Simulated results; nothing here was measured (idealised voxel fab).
Title: Process Module voxel wiring stack
Cross-section cut spans 140 nm and uses square cells 5 nm in size.
This document writes a cross-section as a grid whose cells are square, and gives it as bands, listed from the top down; one or more rows of cells form a band. Read a band's entry like this: the first values are the height of its top and the height of its bottom in nm, and what follows is the sequence of materials from left to right, each with its width in nm. Note that "empty" is empty space, and that a single material marked "edge to edge" reaches across the band from edge to edge. Below 0: as-received wafer, all one material; heights counted from there. Lowest band: no bottom, goes on down, written "0 -> down". Think of "30..40" as a width that walks from the first number to the second as you go down the band, top row to bottom row, taking equal-sized steps from row to row. No cell of the cross-section changed in a step that is given as "identical to before". Entry "Catalogued sealed voids" = empty spaces >= 8 cells with no open way to the top; each as width x height at distance, distance from left edge, all nm. Whatever follows a step's settings on its line is a remark the simulator itself makes about that step. A step's line can hold "overlay nm"; with a mask on that step, the setting says how far right of the planned place the mask lay, while a negative setting says it lay to the left.

Listed below are the process steps as planned:
1) RECEIVE [material Si]
2) CONFORMAL_DEP [material SiO2] [thk nm 10]
3) DIRECTIONAL_DEP [material TiN] [thk nm 5]
4) DIRECTIONAL_DEP [material W] [thk nm 20]
5) PATTERN [tone cover] [mask id METAL_1] [material resist] [width nm 25] [pitch nm 55] [thk nm 15] [overlay nm 0]
6) DIRECTIONAL_ETCH [etch materials W] [depth nm 20]
7) DIRECTIONAL_ETCH [etch materials TiN] [depth nm 5]
8) STRIP [etch materials resist]
9) CONFORMAL_DEP [material SiCN] [thk nm 5]
10) FILL_DEP [material lowk] [thk nm 5]
11) CMP [height nm 35]
12) CONFORMAL_DEP [material SiCN] [thk nm 5]
13) DIRECTIONAL_DEP [material lowk] [thk nm 20]
14) PATTERN [tone open] [mask id PLUG_1] [material resist] [width nm 15] [pitch nm 55] [thk nm 15] [overlay nm 0]
15) DIRECTIONAL_ETCH [etch materials lowk] [depth nm 20]
16) DIRECTIONAL_ETCH [etch materials SiCN] [depth nm 5]
17) STRIP [etch materials resist]
18) CONFORMAL_DEP [material TiN] [thk nm 5]
19) FILL_DEP [material Cu] [thk nm 5]
20) CMP [height nm 60]
21) DIRECTIONAL_DEP [material TiN] [thk nm 5]
22) DIRECTIONAL_DEP [material Ru] [thk nm 20]
23) PATTERN [tone cover] [mask id METAL_2] [material resist] [width nm 25] [pitch nm 55] [thk nm 20] [overlay nm 0]
24) DIRECTIONAL_ETCH [etch materials Ru] [depth nm 20]
25) DIRECTIONAL_ETCH [etch materials TiN] [depth nm 5]
26) STRIP [etch materials resist]
27) CONFORMAL_DEP [material SiCN] [thk nm 5]
28) FILL_DEP [material SiO2] [thk nm 10]
29) CMP [height nm 85]
30) CONFORMAL_DEP [material SiCN] [thk nm 5]
31) DIRECTIONAL_DEP [material lowk] [thk nm 35]
32) DIRECTIONAL_DEP [material aC] [thk nm 10]
33) PATTERN [tone open] [mask id METAL_3_HOLES] [material resist] [width nm 15] [thk nm 25] [overlay nm 0]
34) DIRECTIONAL_ETCH [etch materials aC] [depth nm 10]
35) STRIP [etch materials resist]
36) DIRECTIONAL_ETCH [etch materials lowk] [depth nm 35]
37) STRIP [etch materials aC]
38) PATTERN [tone open] [mask id METAL_3] [material resist] [width nm 25] [pitch nm 55] [thk nm 15] [overlay nm 0]
39) DIRECTIONAL_ETCH [etch materials lowk] [depth nm 20]
40) DIRECTIONAL_ETCH [etch materials SiCN] [depth nm 5]
41) STRIP [etch materials resist]
42) CONFORMAL_DEP [material TiN] [thk nm 5]
43) FILL_DEP [material Cu] [thk nm 10]
44) CMP [height nm 125]
45) CONFORMAL_DEP [material SiCN] [thk nm 5]

So this is the incoming wafer in cross-section - it's already been through step 1:
0 -> down  Si edge to edge
Catalogued sealed voids: none

First of two wafers at the end of the module, shown in cross-section; run carried out as planned:
130 -> 125  SiCN edge to edge
125 -> 110  30 lowk, 5 TiN, 15 Cu, 5 TiN, 30 lowk, 5 TiN, 15 Cu, 5 TiN, 30 lowk
110 -> 105  30 lowk, 5 TiN, 5 Cu, 15 TiN, 30 lowk, 25 TiN, 30 lowk
105 -> 90  30 lowk, 5 TiN, 5 Cu, 5 TiN, 95 lowk
90 -> 85  30 SiCN, 15 TiN, 95 SiCN
85 -> 65  25 SiO2, 5 SiCN, 25 Ru, 5 SiCN, 20 SiO2, 5 SiCN, 25 Ru, 5 SiCN, 25 SiO2
65 -> 60  30 SiCN, 25 TiN, 30 SiCN, 25 TiN, 30 SiCN
60 -> 40  30 lowk, 5 TiN, 5 Cu, 5 TiN, 40 lowk, 5 TiN, 5 Cu, 5 TiN, 40 lowk
40 -> 35  30 SiCN, 15 TiN, 40 SiCN, 15 TiN, 40 SiCN
35 -> 15  25 lowk, 5 SiCN, 25 W, 5 SiCN, 20 lowk, 5 SiCN, 25 W, 5 SiCN, 25 lowk
15 -> 10  30 SiCN, 25 TiN, 30 SiCN, 25 TiN, 30 SiCN
10 -> 0  SiO2 edge to edge
0 -> down  Si edge to edge
Catalogued sealed voids: none

This is the second of the two wafers, cross-sectioned at the end of the module; it started exactly like the first and was given the same plan, but it was run with one mistake:
130 -> 125  SiCN edge to edge
125 -> 110  30 lowk, 5 TiN, 15 Cu, 5 TiN, 30 lowk, 5 TiN, 15 Cu, 5 TiN, 30 lowk
110 -> 105  30 lowk, 5 TiN, 5 Cu, 15 TiN, 30 lowk, 25 TiN, 30 lowk
105 -> 90  30 lowk, 5 TiN, 5 Cu, 5 TiN, 95 lowk
90 -> 85  30 SiCN, 15 TiN, 95 SiCN
85 -> 65  25 SiO2, 5 SiCN, 25 Ru, 5 SiCN, 20 SiO2, 5 SiCN, 25 Ru, 5 SiCN, 25 SiO2
65 -> 60  30 SiCN, 25 TiN, 30 SiCN, 25 TiN, 30 SiCN
60 -> 40  30 lowk, 5 TiN, 5 Cu, 5 TiN, 40 lowk, 5 TiN, 5 Cu, 5 TiN, 40 lowk
40 -> 35  30 SiCN, 15 TiN, 40 SiCN, 15 TiN, 40 SiCN
35 -> 20  25 lowk, 5 SiCN, 25 W, 5 SiCN, 20 lowk, 5 SiCN, 25 W, 5 SiCN, 25 lowk
20 -> 15  30 SiCN, 25 W, 30 SiCN, 25 W, 30 SiCN
15 -> 5  SiO2 edge to edge
5 -> 0  TiN edge to edge
0 -> down  Si edge to edge
Catalogued sealed voids: none
The mistake made against the process plan was this: the run placed steps 2 and 3 each in the position the plan gave to the other
Once processing is complete, comparing cell counts shows that the second wafer has more or fewer of certain materials than the first: 4 fewer of SiCN | 18 more of TiN | 14 fewer of lowk
